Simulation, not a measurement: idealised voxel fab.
Proc. module: voxel capacitor over wiring
cross-section cut | 155 nm wide | cells 5 nm
Format of a cross-section: grid, square cells. Given as bands. Order: top down. Band: one or more rows of cells.
In this notation a band is specified by the heights of its top and bottom, in that order and in nm, after which its materials appear from left to right, each paired with its width in nm. The word "all across" attached to a single material means that material fills the band from edge to edge; the word "empty" stands for empty space.
The level at which height equals 0 is the one under which the wafer, as it arrives, is entirely one material. No lower edge exists for the bottom band, which continues downward and is notated as in "0 -> down".
Top row gets the first number, bottom row gets the second, and each row in between changes by the same step: that is how a band width like "30->40" works.
Reading "everything unchanged" for a step: not a cell of the cross-section changed in it.
Entry "Fully sealed voids" = empty spaces >= 8 cells with no open way to the top; each as width x height at distance, distance from left edge, all nm.
The remark found on a step's line after its settings is issued by the simulator itself and pertains to that step.
Steps that use a mask can have "overlay nm" on their line. It says how far the mask sat to the right of where it was meant to be. Negative means to the left.

-- These are the steps we planned for the process
1 op RECEIVE | material Si
2 op CONFORMAL_DEP | material SiO2 | thk nm 10
3 op DIRECTIONAL_DEP | material TiN | thk nm 5
4 op DIRECTIONAL_DEP | material Ru | thk nm 25
5 op MASKED_ETCH | tone cover | mask id METAL_1 | width nm 30 | pitch nm 85 | etch materials Ru | depth nm 25 | overlay nm 0
6 op MASKED_ETCH | tone cover | mask id METAL_1 | width nm 30 | pitch nm 85 | etch materials TiN | depth nm 5 | overlay nm 0
7 op CONFORMAL_DEP | material SiN | thk nm 5
8 op FILL_DEP | material lowk | thk nm 5
9 op CMP | height nm 40
10 op CONFORMAL_DEP | material SiCN | thk nm 5
11 op DIRECTIONAL_DEP | material SiO2 | thk nm 20
12 op PATTERN | tone open | mask id PLUG_1 | material resist | width nm 15 | thk nm 20 | overlay nm 0
13 op DIRECTIONAL_ETCH | etch materials SiO2 | depth nm 20
14 op DIRECTIONAL_ETCH | etch materials SiCN | depth nm 5
15 op STRIP | etch materials resist
16 op EPI | material Ru | thk nm 10
17 op EPI | material Ru | thk nm 10
18 op EPI | material Ru | thk nm 5
19 op DIRECTIONAL_DEP | material TiN | thk nm 10
20 op DIRECTIONAL_DEP | material Al2O3 | thk nm 5
21 op DIRECTIONAL_DEP | material TiN | thk nm 10
22 op MASKED_ETCH | tone cover | mask id UPPER_PLATE | width nm 60 | etch materials TiN | depth nm 10 | overlay nm 0
23 op MASKED_ETCH | tone cover | mask id UPPER_PLATE | width nm 60 | etch materials Al2O3 | depth nm 5 | overlay nm 0
24 op MASKED_ETCH | tone cover | mask id LOWER_PLATE | width nm 70 | etch materials TiN | depth nm 10 | overlay nm 0
25 op FILL_DEP | material SiO2 | thk nm 15
26 op CMP | height nm 100
27 op MASKED_ETCH | tone open | mask id PLUG_2 | width nm 15 | etch materials SiO2 | depth nm 10 | overlay nm 0
28 op CONFORMAL_DEP | material TiN | thk nm 5
29 op FILL_DEP | material Cu | thk nm 10
30 op CMP | height nm 100
31 op CONFORMAL_DEP | material SiCN | thk nm 5

-- First of two wafers - as planned

-- Step 1 complete: cross-section of the wafer as received
	0 -> down | Si all across
	Fully sealed voids: none

-- So this is the wafer cross-section right after step 2
	10 -> 0 | SiO2 all across
	All layers under 0 are left as they were.

-- So this is the wafer cross-section right after step 3
	15 -> 10 | TiN all across
	All layers under 10 are left as they were.

-- So this is the wafer cross-section right after step 4
	40 -> 15 | Ru all across
	All layers under 15 are left as they were.

-- So this is the wafer cross-section right after step 5
	40 -> 15 | 20 empty; 30 Ru; 55 empty; 30 Ru; 20 empty
	All layers under 15 are left as they were.

-- So this is the wafer cross-section right after step 6
	40 -> 15 | 20 empty; 30 Ru; 55 empty; 30 Ru; 20 empty
	15 -> 10 | 20 empty; 30 TiN; 55 empty; 30 TiN; 20 empty
	All layers under 10 are left as they were.

-- So this is the wafer cross-section right after step 7
	45 -> 40 | 15 empty; 40 SiN; 45 empty; 40 SiN; 15 empty
	40 -> 15 | 15 empty; 5 SiN; 30 Ru; 5 SiN; 45 empty; 5 SiN; 30 Ru; 5 SiN; 15 empty
	15 -> 10 | 20 SiN; 30 TiN; 55 SiN; 30 TiN; 20 SiN
	All layers under 10 are left as they were.

-- So this is the wafer cross-section right after step 8
	50 -> 45 | lowk all across
	45 -> 40 | 15 lowk; 40 SiN; 45 lowk; 40 SiN; 15 lowk
	40 -> 15 | 15 lowk; 5 SiN; 30 Ru; 5 SiN; 45 lowk; 5 SiN; 30 Ru; 5 SiN; 15 lowk
	All layers under 15 are left as they were.

-- So this is the wafer cross-section right after step 9
	40 -> 15 | 15 lowk; 5 SiN; 30 Ru; 5 SiN; 45 lowk; 5 SiN; 30 Ru; 5 SiN; 15 lowk
	All layers under 15 are left as they were.

-- So this is the wafer cross-section right after step 10
	45 -> 40 | SiCN all across
	All layers under 40 are left as they were.

-- So this is the wafer cross-section right after step 11
	65 -> 45 | SiO2 all across
	All layers under 45 are left as they were.

-- So this is the wafer cross-section right after step 12
	85 -> 65 | 35 resist; 15 empty; 105 resist
	All layers under 65 are left as they were.

-- So this is the wafer cross-section right after step 13
	85 -> 65 | 35 resist; 15 empty; 105 resist
	65 -> 45 | 35 SiO2; 15 empty; 105 SiO2
	All layers under 45 are left as they were.

-- So this is the wafer cross-section right after step 14
	85 -> 65 | 35 resist; 15 empty; 105 resist
	65 -> 45 | 35 SiO2; 15 empty; 105 SiO2
	45 -> 40 | 35 SiCN; 15 empty; 105 SiCN
	All layers under 40 are left as they were.

-- So this is the wafer cross-section right after step 15
	65 -> 45 | 35 SiO2; 15 empty; 105 SiO2
	All layers under 45 are left as they were.

-- So this is the wafer cross-section right after step 16
	65 -> 50 | 35 SiO2; 15 empty; 105 SiO2
	50 -> 45 | 35 SiO2; 15 Ru; 105 SiO2
	45 -> 40 | 35 SiCN; 15 Ru; 105 SiCN
	All layers under 40 are left as they were.

-- So this is the wafer cross-section right after step 17
	65 -> 60 | 35 SiO2; 15 empty; 105 SiO2
	60 -> 45 | 35 SiO2; 15 Ru; 105 SiO2
	All layers under 45 are left as they were.

-- So this is the wafer cross-section right after step 18
	65 -> 45 | 35 SiO2; 15 Ru; 105 SiO2
	All layers under 45 are left as they were.

-- So this is the wafer cross-section right after step 19
	75 -> 65 | TiN all across
	All layers under 65 are left as they were.

-- So this is the wafer cross-section right after step 20
	80 -> 75 | Al2O3 all across
	All layers under 75 are left as they were.

-- So this is the wafer cross-section right after step 21
	90 -> 80 | TiN all across
	All layers under 80 are left as they were.

-- So this is the wafer cross-section right after step 22
	90 -> 80 | 35 empty; 60 TiN; 60 empty
	All layers under 80 are left as they were.

-- So this is the wafer cross-section right after step 23
	90 -> 80 | 35 empty; 60 TiN; 60 empty
	80 -> 75 | 35 empty; 60 Al2O3; 60 empty
	All layers under 75 are left as they were.

-- So this is the wafer cross-section right after step 24
	90 -> 80 | 35 empty; 60 TiN; 60 empty
	80 -> 75 | 35 empty; 60 Al2O3; 60 empty
	75 -> 65 | 30 empty; 70 TiN; 55 empty
	All layers under 65 are left as they were.

-- So this is the wafer cross-section right after step 25
	105 -> 90 | SiO2 all across
	90 -> 80 | 35 SiO2; 60 TiN; 60 SiO2
	80 -> 75 | 35 SiO2; 60 Al2O3; 60 SiO2
	75 -> 65 | 30 SiO2; 70 TiN; 55 SiO2
	All layers under 65 are left as they were.

-- So this is the wafer cross-section right after step 26
	100 -> 90 | SiO2 all across
	All layers under 90 are left as they were.

-- So this is the wafer cross-section right after step 27
	100 -> 90 | 45 SiO2; 15 empty; 95 SiO2
	All layers under 90 are left as they were.

-- So this is the wafer cross-section right after step 28
	105 -> 100 | 50 TiN; 5 empty; 100 TiN
	100 -> 95 | 45 SiO2; 5 TiN; 5 empty; 5 TiN; 95 SiO2
	95 -> 90 | 45 SiO2; 15 TiN; 95 SiO2
	All layers under 90 are left as they were.

-- So this is the wafer cross-section right after step 29
	115 -> 105 | Cu all across
	105 -> 100 | 50 TiN; 5 Cu; 100 TiN
	100 -> 95 | 45 SiO2; 5 TiN; 5 Cu; 5 TiN; 95 SiO2
	All layers under 95 are left as they were.

-- So this is the wafer cross-section right after step 30
	100 -> 95 | 45 SiO2; 5 TiN; 5 Cu; 5 TiN; 95 SiO2
	All layers under 95 are left as they were.

-- So this is the wafer cross-section right after step 31
	105 -> 100 | SiCN all across
	All layers under 100 are left as they were.

-- Wafer two. Identical start, identical plan. One mistake in execution. Identical history through step 11

-- Second wafer profile in section, at the moment step 12 of the plan was meant to be complete
	85 -> 65 | 35 empty; 15 resist; 105 empty
	All layers under 65 are left as they were.

-- Second wafer profile in section, at the moment step 13 of the plan was meant to be complete
	85 -> 65 | 35 empty; 15 resist; 105 empty
	65 -> 45 | 35 empty; 15 SiO2; 105 empty
	All layers under 45 are left as they were.

-- Second wafer profile in section, at the moment step 14 of the plan was meant to be complete
	85 -> 65 | 35 empty; 15 resist; 105 empty
	65 -> 45 | 35 empty; 15 SiO2; 105 empty
	45 -> 40 | 35 empty; 15 SiCN; 105 empty
	All layers under 40 are left as they were.

-- Second wafer profile in section, at the moment step 15 of the plan was meant to be complete
	65 -> 45 | 35 empty; 15 SiO2; 105 empty
	All layers under 45 are left as they were.

-- Second wafer profile in section, at the moment step 16 of the plan was meant to be complete
	65 -> 50 | 35 empty; 15 SiO2; 105 empty
	50 -> 45 | 10 empty; 25 Ru; 15 SiO2; 45 empty; 50 Ru; 10 empty
	45 -> 40 | 10 empty; 25 Ru; 15 SiCN; 45 empty; 50 Ru; 10 empty
	All layers under 40 are left as they were.

-- Second wafer profile in section, at the moment step 17 of the plan was meant to be complete
	65 -> 60 | 35 empty; 15 SiO2; 105 empty
	60 -> 45 | 35 Ru; 15 SiO2; 35 empty; 70 Ru
	45 -> 40 | 35 Ru; 15 SiCN; 35 empty; 70 Ru
	All layers under 40 are left as they were.

-- Second wafer profile in section, at the moment step 18 of the plan was meant to be complete
	65 -> 45 | 35 Ru; 15 SiO2; 30 empty; 75 Ru
	45 -> 40 | 35 Ru; 15 SiCN; 30 empty; 75 Ru
	All layers under 40 are left as they were.

-- Second wafer profile in section, at the moment step 19 of the plan was meant to be complete
	75 -> 65 | 50 TiN; 30 empty; 75 TiN
	65 -> 50 | 35 Ru; 15 SiO2; 30 empty; 75 Ru
	50 -> 45 | 35 Ru; 15 SiO2; 30 TiN; 75 Ru
	45 -> 40 | 35 Ru; 15 SiCN; 30 TiN; 75 Ru
	All layers under 40 are left as they were.

-- Second wafer profile in section, at the moment step 20 of the plan was meant to be complete
	80 -> 75 | 50 Al2O3; 30 empty; 75 Al2O3
	75 -> 65 | 50 TiN; 30 empty; 75 TiN
	65 -> 55 | 35 Ru; 15 SiO2; 30 empty; 75 Ru
	55 -> 50 | 35 Ru; 15 SiO2; 30 Al2O3; 75 Ru
	All layers under 50 are left as they were.

-- Second wafer profile in section, at the moment step 21 of the plan was meant to be complete
	90 -> 80 | 50 TiN; 30 empty; 75 TiN
	80 -> 75 | 50 Al2O3; 30 empty; 75 Al2O3
	75 -> 65 | 50 TiN; 30 empty; 75 TiN
	65 -> 55 | 35 Ru; 15 SiO2; 30 TiN; 75 Ru
	All layers under 55 are left as they were.

-- Second wafer profile in section, at the moment step 22 of the plan was meant to be complete
	90 -> 80 | 35 empty; 15 TiN; 30 empty; 15 TiN; 60 empty
	All layers under 80 are left as they were.

-- Second wafer profile in section, at the moment step 23 of the plan was meant to be complete
	90 -> 80 | 35 empty; 15 TiN; 30 empty; 15 TiN; 60 empty
	80 -> 75 | 35 empty; 15 Al2O3; 30 empty; 15 Al2O3; 60 empty
	All layers under 75 are left as they were.

-- Second wafer profile in section, at the moment step 24 of the plan was meant to be complete
	90 -> 80 | 35 empty; 15 TiN; 30 empty; 15 TiN; 60 empty
	80 -> 75 | 35 empty; 15 Al2O3; 30 empty; 15 Al2O3; 60 empty
	75 -> 65 | 30 empty; 20 TiN; 30 empty; 20 TiN; 55 empty
	All layers under 65 are left as they were.

-- Second wafer profile in section, at the moment step 25 of the plan was meant to be complete
	105 -> 90 | SiO2 all across
	90 -> 80 | 35 SiO2; 15 TiN; 30 SiO2; 15 TiN; 60 SiO2
	80 -> 75 | 35 SiO2; 15 Al2O3; 30 SiO2; 15 Al2O3; 60 SiO2
	75 -> 65 | 30 SiO2; 20 TiN; 30 SiO2; 20 TiN; 55 SiO2
	All layers under 65 are left as they were.

-- Second wafer profile in section, at the moment step 26 of the plan was meant to be complete
	100 -> 90 | SiO2 all across
	All layers under 90 are left as they were.

-- Second wafer profile in section, at the moment step 27 of the plan was meant to be complete
	100 -> 90 | 45 SiO2; 15 empty; 95 SiO2
	All layers under 90 are left as they were.

-- Second wafer profile in section, at the moment step 28 of the plan was meant to be complete
	105 -> 100 | 50 TiN; 5 empty; 100 TiN
	100 -> 95 | 45 SiO2; 5 TiN; 5 empty; 5 TiN; 95 SiO2
	95 -> 90 | 45 SiO2; 15 TiN; 95 SiO2
	All layers under 90 are left as they were.

-- Second wafer profile in section, at the moment step 29 of the plan was meant to be complete
	115 -> 105 | Cu all across
	105 -> 100 | 50 TiN; 5 Cu; 100 TiN
	100 -> 95 | 45 SiO2; 5 TiN; 5 Cu; 5 TiN; 95 SiO2
	All layers under 95 are left as they were.

-- Second wafer profile in section, at the moment step 30 of the plan was meant to be complete
	100 -> 95 | 45 SiO2; 5 TiN; 5 Cu; 5 TiN; 95 SiO2
	All layers under 95 are left as they were.

-- Second wafer profile in section, at the moment step 31 of the plan was meant to be complete
	105 -> 100 | SiCN all across
	All layers under 100 are left as they were.
What was done differently from what was planned? rather than as planned, step 12 actually ran as op PATTERN | tone cover | mask id PLUG_1 | material resist | width nm 15 | thk nm 20 | overlay nm 0
End check, counted in cells, second wafer has more or fewer of these materials than the first: +95 Ru | -25 SiCN | -70 SiO2
